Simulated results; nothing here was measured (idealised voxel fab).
The name of this process module is voxel capacitor over wiring.
It is cross-section cut that appears here, measuring 205 nm in width, its square cells being 5 nm in size.
Format of a cross-section: grid, square cells. Given as bands. Order: top down. Band: one or more rows of cells. Top, bottom (nm), then materials left to right with widths (nm); lone material tagged "edge to edge" fills the whole band edge to edge; "air" = empty space. Height datum 0, below which the as-received substrate wafer is one material. Lowest band open at the bottom, running downward: "from 0 down". A width such as "30..40" changes by the same amount from each row of cells to the next, from the band's top row to its bottom row. What does "same as before" mean for a step? It means no cell of the cross-section changed in that step. Look at "Sealed void listing" for the closed voids: empty spaces with no open path to the top, sized 8 cells or up. Each is width x height at distance, distance from the left edge, all nm. after a step's settings: what the simulator itself notes on the step. overlay nm: step with mask; distance mask lay right of planned place; negative value = left of planned place. Each pair below shows a cross-section before one step and the cross-section after it, down to the lowest band that changed. The line under each pair gives the step between them, with its settings. The pairs can come from different runs of this module on the same starting wafer, so a pair continues from the pair above only where its "Pre-process" says so.

Pre-process:
from 70 to 65  60 air; 15 TiN; 130 air
from 65 to 55  60 air; 15 SiO2; 130 air
from 55 to 50  60 TiN; 15 SiO2; 130 TiN
from 50 to 45  SiCN edge to edge
from 45 to 20  45 lowk; 5 TiN; 20 Cu; 5 TiN; 50 lowk; 5 TiN; 20 Cu; 5 TiN; 50 lowk
from 20 to 15  45 SiCN; 30 TiN; 50 SiCN; 30 TiN; 50 SiCN
from 15 to 0  SiO2 edge to edge
from 0 down  Si edge to edge
Sealed void listing: none

Sectional View, Post-Process:
from 75 to 70  60 air; 15 SiN; 130 air
from 70 to 65  60 air; 15 TiN; 130 air
from 65 to 60  60 air; 15 SiO2; 130 air
from 60 to 55  60 SiN; 15 SiO2; 130 SiN
Under 55: no change, same as before.
Sealed void listing: none
Which step turns the before cross-section above into the after cross-section? DIRECTIONAL_DEP (material SiN; thk nm 5)

Pre-process: as in the pair right above, post-step view.

Sectional View, Post-Process:
from 85 to 75  60 air; 15 TiN; 130 air
from 75 to 70  60 air; 15 SiN; 130 air
from 70 to 65  TiN edge to edge
from 65 to 60  60 TiN; 15 SiO2; 130 TiN
Under 60: no change, same as before.
Sealed void listing: none
Which step turns the before cross-section above into the after cross-section? DIRECTIONAL_DEP (material TiN; thk nm 10)

Pre-process: as in the pair right above, post-step view.

Sectional View, Post-Process:
from 95 to 85  60 air; 15 aC; 130 air
from 85 to 80  60 air; 15 TiN; 130 air
from 80 to 75  60 aC; 15 TiN; 130 aC
from 75 to 70  60 aC; 15 SiN; 130 aC
Under 70: no change, same as before.
Sealed void listing: none
Which step turns the before cross-section above into the after cross-section? DIRECTIONAL_DEP (material aC; thk nm 10)

Pre-process: as in the pair right above, post-step view.

Sectional View, Post-Process:
from 120 to 95  60 air; 55 resist; 90 air
from 95 to 85  60 air; 15 aC; 40 resist; 90 air
from 85 to 80  60 air; 15 TiN; 40 resist; 90 air
Under 80: no change, same as before.
Sealed void listing: none
Which step turns the before cross-section above into the after cross-section? PATTERN (tone cover; mask id UPPER_PLATE; material resist; width nm 55; thk nm 25; overlay nm 0)

Pre-process: as in the pair right above, post-step view.

Sectional View, Post-Process:
from 110 to 95  60 air; 55 resist; 90 air
from 95 to 85  60 air; 15 aC; 40 resist; 90 air
from 85 to 80  60 air; 15 TiN; 40 resist; 90 air
from 80 to 75  60 air; 15 TiN; 40 aC; 90 air
from 75 to 70  60 air; 15 SiN; 40 aC; 90 air
Under 70: no change, same as before.
Sealed void listing: none
Which step turns the before cross-section above into the after cross-section? DIRECTIONAL_ETCH (etch materials aC; depth nm 10)

Pre-process: as in the pair right above, post-step view.

Sectional View, Post-Process:
from 95 to 85  60 air; 15 aC; 130 air
from 85 to 80  60 air; 15 TiN; 130 air
Under 80: no change, same as before.
Sealed void listing: none
Which step turns the before cross-section above into the after cross-section? STRIP (etch materials resist)

Pre-process: as in the pair right above, post-step view.

Sectional View, Post-Process:
from 95 to 85  60 air; 15 aC; 130 air
from 85 to 80  60 air; 15 TiN; 130 air
from 80 to 75  60 air; 15 TiN; 40 aC; 90 air
from 75 to 70  60 air; 15 SiN; 40 aC; 90 air
from 70 to 65  60 air; 55 TiN; 90 air
from 65 to 60  60 air; 15 SiO2; 40 TiN; 90 air
Under 60: no change, same as before.
Sealed void listing: none
Which step turns the before cross-section above into the after cross-section? DIRECTIONAL_ETCH (etch materials TiN; depth nm 10)

Pre-process: as in the pair right above, post-step view.

Sectional View, Post-Process:
from 95 to 85  60 air; 15 aC; 130 air
from 85 to 80  60 air; 15 TiN; 130 air
from 80 to 75  60 air; 15 TiN; 40 aC; 90 air
from 75 to 70  60 air; 15 SiN; 40 aC; 90 air
from 70 to 65  60 air; 55 TiN; 90 air
from 65 to 60  60 air; 15 SiO2; 40 TiN; 90 air
from 60 to 55  60 air; 15 SiO2; 40 SiN; 90 air
Under 55: no change, same as before.
Sealed void listing: none
Which step turns the before cross-section above into the after cross-section? DIRECTIONAL_ETCH (etch materials SiN; depth nm 5)

Pre-process: as in the pair right above, post-step view.

Sectional View, Post-Process:
from 85 to 75  60 air; 15 TiN; 130 air
from 75 to 70  60 air; 15 SiN; 130 air
Under 70: no change, same as before.
Sealed void listing: none
Which step turns the before cross-section above into the after cross-section? STRIP (etch materials aC)

Pre-process: as in the pair right above, post-step view.

Sectional View, Post-Process:
from 105 to 85  55 air; 65 resist; 85 air
from 85 to 75  55 air; 5 resist; 15 TiN; 45 resist; 85 air
from 75 to 70  55 air; 5 resist; 15 SiN; 45 resist; 85 air
from 70 to 65  55 air; 5 resist; 55 TiN; 5 resist; 85 air
from 65 to 60  55 air; 5 resist; 15 SiO2; 40 TiN; 5 resist; 85 air
from 60 to 55  55 air; 5 resist; 15 SiO2; 40 SiN; 5 resist; 85 air
Under 55: no change, same as before.
Sealed void listing: none
Which step turns the before cross-section above into the after cross-section? PATTERN (tone cover; mask id LOWER_PLATE; material resist; width nm 65; thk nm 20; overlay nm 0)

Pre-process: as in the pair right above, post-step view.

Sectional View, Post-Process:
from 105 to 85  55 air; 65 resist; 85 air
from 85 to 75  55 air; 5 resist; 15 TiN; 45 resist; 85 air
from 75 to 70  55 air; 5 resist; 15 SiN; 45 resist; 85 air
from 70 to 65  55 air; 5 resist; 55 TiN; 5 resist; 85 air
from 65 to 60  55 air; 5 resist; 15 SiO2; 40 TiN; 5 resist; 85 air
from 60 to 55  55 air; 5 resist; 15 SiO2; 40 SiN; 5 resist; 85 air
from 55 to 50  55 air; 5 TiN; 15 SiO2; 45 TiN; 85 air
Under 50: no change, same as before.
Sealed void listing: none
Which step turns the before cross-section above into the after cross-section? DIRECTIONAL_ETCH (etch materials TiN; depth nm 5)

Pre-process: as in the pair right above, post-step view.

Sectional View, Post-Process:
from 85 to 75  60 air; 15 TiN; 130 air
from 75 to 70  60 air; 15 SiN; 130 air
from 70 to 65  60 air; 55 TiN; 90 air
from 65 to 60  60 air; 15 SiO2; 40 TiN; 90 air
from 60 to 55  60 air; 15 SiO2; 40 SiN; 90 air
Under 55: no change, same as before.
Sealed void listing: none
Which step turns the before cross-section above into the after cross-section? STRIP (etch materials resist)

Pre-process: as in the pair right above, post-step view.

Sectional View, Post-Process:
from 100 to 85  SiO2 edge to edge
from 85 to 75  60 SiO2; 15 TiN; 130 SiO2
from 75 to 70  60 SiO2; 15 SiN; 130 SiO2
from 70 to 60  60..75 SiO2; 55..40 TiN; 90 SiO2
from 60 to 55  75 SiO2; 40 SiN; 90 SiO2
from 55 to 50  55 SiO2; 5 TiN; 15 SiO2; 45 TiN; 85 SiO2
Under 50: no change, same as before.
Sealed void listing: none
Which step turns the before cross-section above into the after cross-section? FILL_DEP (material SiO2; thk nm 15)

Pre-process: as in the pair right above, post-step view.

Sectional View, Post-Process:
from 95 to 85  SiO2 edge to edge
Under 85: no change, same as before.
Sealed void listing: none
Which step turns the before cross-section above into the after cross-section? CMP (height nm 95)

Pre-process: as in the pair right above, post-step view.

Sectional View, Post-Process:
from 110 to 95  70 resist; 15 air; 120 resist
Under 95: no change, same as before.
Sealed void listing: none
Which step turns the before cross-section above into the after cross-section? PATTERN (tone open; mask id PLUG_2; material resist; width nm 15; thk nm 15; overlay nm 0)

Pre-process: as in the pair right above, post-step view.

Sectional View, Post-Process:
from 110 to 95  70 resist; 15 air; 120 resist
from 95 to 85  70 SiO2; 15 air; 120 SiO2
Under 85: no change, same as before.
Sealed void listing: none
Which step turns the before cross-section above into the after cross-section? DIRECTIONAL_ETCH (etch materials SiO2; depth nm 10)

Pre-process: as in the pair right above, post-step view.

Sectional View, Post-Process:
from 95 to 85  70 SiO2; 15 air; 120 SiO2
Under 85: no change, same as before.
Sealed void listing: none
Which step turns the before cross-section above into the after cross-section? STRIP (etch materials resist)

Pre-process: as in the pair right above, post-step view.

Sectional View, Post-Process:
from 100 to 95  75 TiN; 5 air; 125 TiN
from 95 to 90  70 SiO2; 5 TiN; 5 air; 5 TiN; 120 SiO2
from 90 to 85  70 SiO2; 15 TiN; 120 SiO2
Under 85: no change, same as before.
Sealed void listing: none
Which step turns the before cross-section above into the after cross-section? CONFORMAL_DEP (material TiN; thk nm 5)

Pre-process: as in the pair right above, post-step view.

Sectional View, Post-Process:
from 105 to 100  Cu edge to edge
from 100 to 95  75 TiN; 5 Cu; 125 TiN
from 95 to 90  70 SiO2; 5 TiN; 5 Cu; 5 TiN; 120 SiO2
Under 90: no change, same as before.
Sealed void listing: none
Which step turns the before cross-section above into the after cross-section? FILL_DEP (material Cu; thk nm 5)

Pre-process: as in the pair right above, post-step view.

Sectional View, Post-Process:
from 95 to 90  70 SiO2; 5 TiN; 5 Cu; 5 TiN; 120 SiO2
Under 90: no change, same as before.
Sealed void listing: none
Which step turns the before cross-section above into the after cross-section? CMP (height nm 95)

Pre-process: as in the pair right above, post-step view.

Sectional View, Post-Process:
from 100 to 95  SiN edge to edge
Under 95: no change, same as before.
Sealed void listing: none
Which step turns the before cross-section above into the after cross-section? CONFORMAL_DEP (material SiN; thk nm 5)
